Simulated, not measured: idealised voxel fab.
Proc. module: voxel self aligned contacts
Pictured: cross-section cut, 155 nm wide, on a grid of 5 nm square cells.
Each cross-section below is a grid of square cells, stated as bands in top-down order, with one or more rows of cells making up each band.
Top height, bottom height, nm. Materials left to right, width each, nm. Single material + "all across" = fills band edge to edge. "empty" = empty.
For the purposes of this specification, 0 denotes the height below which the wafer in its as-received condition is composed wholly of one material, and the lowermost band, lacking a lower limit, extends downward without end, as expressed in "0..down".
Quick explanation for "30->40": the width changes in equal steps down the rows of cells, from the first number in the band's top row to the second number in its bottom row.
The designation "remains unaltered", where it is given for a processing step, indicates that no cell of the cross-section was altered in the course of that step.
In "Cavities, closed" the enclosed voids are listed, meaning empty spaces of 8 cells or larger without any opening to the top. The form is width x height at distance, distance from the left edge, units nm.
after a step's settings: what the simulator itself notes on the step
Regarding "overlay nm": on a step with a mask, it is the distance the mask lay to the right of its planned place; a negative value places it to the left.
The planned process steps are enumerated hereunder
1) op RECEIVE | material Si
2) op OXIDIZE | depth nm 5
3) op DIRECTIONAL_DEP | material polySi | thk nm 30
4) op DIRECTIONAL_DEP | material SiN | thk nm 15
5) op PATTERN | tone cover | mask id GATE | material resist | width nm 25 | pitch nm 50 | thk nm 15 | overlay nm 0
6) op DIRECTIONAL_ETCH | etch materials SiN | depth nm 15
7) op DIRECTIONAL_ETCH | etch materials polySi | depth nm 30
8) op STRIP | etch materials resist
9) op CONFORMAL_DEP | material SiN | thk nm 5
10) op DIRECTIONAL_ETCH | etch materials SiN | depth nm 5
11) op FILL_DEP | material SiO2 | thk nm 15
12) op CMP | height nm 50
13) op PATTERN | tone open | mask id CONTACT | material resist | width nm 35 | thk nm 20 | overlay nm 0
14) op DIRECTIONAL_ETCH | etch materials SiO2 | depth nm 55
15) op STRIP | etch materials resist
16) op CONFORMAL_DEP | material TiN | thk nm 5
17) op FILL_DEP | material Ru | thk nm 10
18) op CMP | height nm 50
19) op CONFORMAL_DEP | material SiCN | thk nm 5
First of two wafers: run as planned
Wafer at receipt (post step 1), cross-section
* 0..down: Si all across
* Cavities, closed: none
Wafer section view after processing step 2
* 0..-5: SiO2 all across
* Beneath the level -5, the cross-section is identical to its previous state.
Wafer section view after processing step 3
* 30..0: polySi all across
* Beneath the level 0, the cross-section is identical to its previous state.
Wafer section view after processing step 4
* 45..30: SiN all across
* Beneath the level 30, the cross-section is identical to its previous state.
Wafer section view after processing step 5
* 60..45: empty 40, resist 25, empty 25, resist 25, empty 40
* Beneath the level 45, the cross-section is identical to its previous state.
Wafer section view after processing step 6
* 60..45: empty 40, resist 25, empty 25, resist 25, empty 40
* 45..30: empty 40, SiN 25, empty 25, SiN 25, empty 40
* Beneath the level 30, the cross-section is identical to its previous state.
Wafer section view after processing step 7
* 60..45: empty 40, resist 25, empty 25, resist 25, empty 40
* 45..30: empty 40, SiN 25, empty 25, SiN 25, empty 40
* 30..0: empty 40, polySi 25, empty 25, polySi 25, empty 40
* Beneath the level 0, the cross-section is identical to its previous state.
Wafer section view after processing step 8
* 45..30: empty 40, SiN 25, empty 25, SiN 25, empty 40
* Beneath the level 30, the cross-section is identical to its previous state.
Wafer section view after processing step 9
* 50..30: empty 35, SiN 35, empty 15, SiN 35, empty 35
* 30..5: empty 35, SiN 5, polySi 25, SiN 5, empty 15, SiN 5, polySi 25, SiN 5, empty 35
* 5..0: SiN 40, polySi 25, SiN 25, polySi 25, SiN 40
* Beneath the level 0, the cross-section is identical to its previous state.
Wafer section view after processing step 10
* 45..30: empty 35, SiN 35, empty 15, SiN 35, empty 35
* 30..0: empty 35, SiN 5, polySi 25, SiN 5, empty 15, SiN 5, polySi 25, SiN 5, empty 35
* Beneath the level 0, the cross-section is identical to its previous state.
Wafer section view after processing step 11
* 60..45: SiO2 all across
* 45..30: SiO2 35, SiN 35, SiO2 15, SiN 35, SiO2 35
* 30..0: SiO2 35, SiN 5, polySi 25, SiN 5, SiO2 15, SiN 5, polySi 25, SiN 5, SiO2 35
* Beneath the level 0, the cross-section is identical to its previous state.
Wafer section view after processing step 12
* 50..45: SiO2 all across
* Beneath the level 45, the cross-section is identical to its previous state.
Wafer section view after processing step 13
* 70..50: resist 60, empty 35, resist 60
* Beneath the level 50, the cross-section is identical to its previous state.
Wafer section view after processing step 14
* 70..50: resist 60, empty 35, resist 60
* 50..45: SiO2 60, empty 35, SiO2 60
* 45..30: SiO2 35, SiN 35, empty 15, SiN 35, SiO2 35
* 30..0: SiO2 35, SiN 5, polySi 25, SiN 5, empty 15, SiN 5, polySi 25, SiN 5, SiO2 35
* 0..-5: SiO2 70, empty 15, SiO2 70
* Beneath the level -5, the cross-section is identical to its previous state.
Wafer section view after processing step 15
* 50..45: SiO2 60, empty 35, SiO2 60
* Beneath the level 45, the cross-section is identical to its previous state.
Wafer section view after processing step 16
* 55..50: TiN 65, empty 25, TiN 65
* 50..45: SiO2 60, TiN 15, empty 5, TiN 15, SiO2 60
* 45..30: SiO2 35, SiN 35, TiN 5, empty 5, TiN 5, SiN 35, SiO2 35
* 30..0: SiO2 35, SiN 5, polySi 25, SiN 5, TiN 5, empty 5, TiN 5, SiN 5, polySi 25, SiN 5, SiO2 35
* 0..-5: SiO2 70, TiN 15, SiO2 70
* Beneath the level -5, the cross-section is identical to its previous state.
Wafer section view after processing step 17
* 65..55: Ru all across
* 55..50: TiN 65, Ru 25, TiN 65
* 50..45: SiO2 60, TiN 15, Ru 5, TiN 15, SiO2 60
* 45..30: SiO2 35, SiN 35, TiN 5, Ru 5, TiN 5, SiN 35, SiO2 35
* 30..0: SiO2 35, SiN 5, polySi 25, SiN 5, TiN 5, Ru 5, TiN 5, SiN 5, polySi 25, SiN 5, SiO2 35
* Beneath the level 0, the cross-section is identical to its previous state.
Wafer section view after processing step 18
* 50..45: SiO2 60, TiN 15, Ru 5, TiN 15, SiO2 60
* Beneath the level 45, the cross-section is identical to its previous state.
Wafer section view after processing step 19
* 55..50: SiCN all across
* Beneath the level 50, the cross-section is identical to its previous state.
Second Wafer (Identical Start and Plan, One Processing Error; Matches First Wafer Through Step 4)
Cross-section of the second wafer when, according to plan, step 5 should have finished
* 60..45: empty 40, resist 30, empty 20, resist 30, empty 35
* Beneath the level 45, the cross-section is identical to its previous state.
Cross-section of the second wafer when, according to plan, step 6 should have finished
* 60..45: empty 40, resist 30, empty 20, resist 30, empty 35
* 45..30: empty 40, SiN 30, empty 20, SiN 30, empty 35
* Beneath the level 30, the cross-section is identical to its previous state.
Cross-section of the second wafer when, according to plan, step 7 should have finished
* 60..45: empty 40, resist 30, empty 20, resist 30, empty 35
* 45..30: empty 40, SiN 30, empty 20, SiN 30, empty 35
* 30..0: empty 40, polySi 30, empty 20, polySi 30, empty 35
* Beneath the level 0, the cross-section is identical to its previous state.
Cross-section of the second wafer when, according to plan, step 8 should have finished
* 45..30: empty 40, SiN 30, empty 20, SiN 30, empty 35
* Beneath the level 30, the cross-section is identical to its previous state.
Cross-section of the second wafer when, according to plan, step 9 should have finished
* 50..30: empty 35, SiN 40, empty 10, SiN 40, empty 30
* 30..5: empty 35, SiN 5, polySi 30, SiN 5, empty 10, SiN 5, polySi 30, SiN 5, empty 30
* 5..0: SiN 40, polySi 30, SiN 20, polySi 30, SiN 35
* Beneath the level 0, the cross-section is identical to its previous state.
Cross-section of the second wafer when, according to plan, step 10 should have finished
* 45..30: empty 35, SiN 40, empty 10, SiN 40, empty 30
* 30..0: empty 35, SiN 5, polySi 30, SiN 5, empty 10, SiN 5, polySi 30, SiN 5, empty 30
* Beneath the level 0, the cross-section is identical to its previous state.
Cross-section of the second wafer when, according to plan, step 11 should have finished
* 60..45: SiO2 all across
* 45..30: SiO2 35, SiN 40, SiO2 10, SiN 40, SiO2 30
* 30..0: SiO2 35, SiN 5, polySi 30, SiN 5, SiO2 10, SiN 5, polySi 30, SiN 5, SiO2 30
* Beneath the level 0, the cross-section is identical to its previous state.
Cross-section of the second wafer when, according to plan, step 12 should have finished
* 50..45: SiO2 all across
* Beneath the level 45, the cross-section is identical to its previous state.
Cross-section of the second wafer when, according to plan, step 13 should have finished
* 70..50: resist 60, empty 35, resist 60
* Beneath the level 50, the cross-section is identical to its previous state.
Cross-section of the second wafer when, according to plan, step 14 should have finished
* 70..50: resist 60, empty 35, resist 60
* 50..45: SiO2 60, empty 35, SiO2 60
* 45..30: SiO2 35, SiN 40, empty 10, SiN 40, SiO2 30
* 30..0: SiO2 35, SiN 5, polySi 30, SiN 5, empty 10, SiN 5, polySi 30, SiN 5, SiO2 30
* 0..-5: SiO2 75, empty 10, SiO2 70
* Beneath the level -5, the cross-section is identical to its previous state.
Cross-section of the second wafer when, according to plan, step 15 should have finished
* 50..45: SiO2 60, empty 35, SiO2 60
* Beneath the level 45, the cross-section is identical to its previous state.
Cross-section of the second wafer when, according to plan, step 16 should have finished
* 55..50: TiN 65, empty 25, TiN 65
* 50..45: SiO2 60, TiN 35, SiO2 60
* 45..30: SiO2 35, SiN 40, TiN 10, SiN 40, SiO2 30
* 30..0: SiO2 35, SiN 5, polySi 30, SiN 5, TiN 10, SiN 5, polySi 30, SiN 5, SiO2 30
* 0..-5: SiO2 75, TiN 10, SiO2 70
* Beneath the level -5, the cross-section is identical to its previous state.
Cross-section of the second wafer when, according to plan, step 17 should have finished
* 65..55: Ru all across
* 55..50: TiN 65, Ru 25, TiN 65
* Beneath the level 50, the cross-section is identical to its previous state.
Cross-section of the second wafer when, according to plan, step 18 should have finished
* 50..45: SiO2 60, TiN 35, SiO2 60
* Beneath the level 45, the cross-section is identical to its previous state.
Cross-section of the second wafer when, according to plan, step 19 should have finished
* 55..50: SiCN all across
* Beneath the level 50, the cross-section is identical to its previous state.
Processing error: step 5 deviated from plan and actually ran as op PATTERN | tone cover | mask id GATE | material resist | width nm 30 | pitch nm 50 | thk nm 15 | overlay nm 0
Counted in cells at the end, the second wafer holds more or fewer of these materials than the first: Ru -10 | SiN +6 | SiO2 -8 | polySi +12
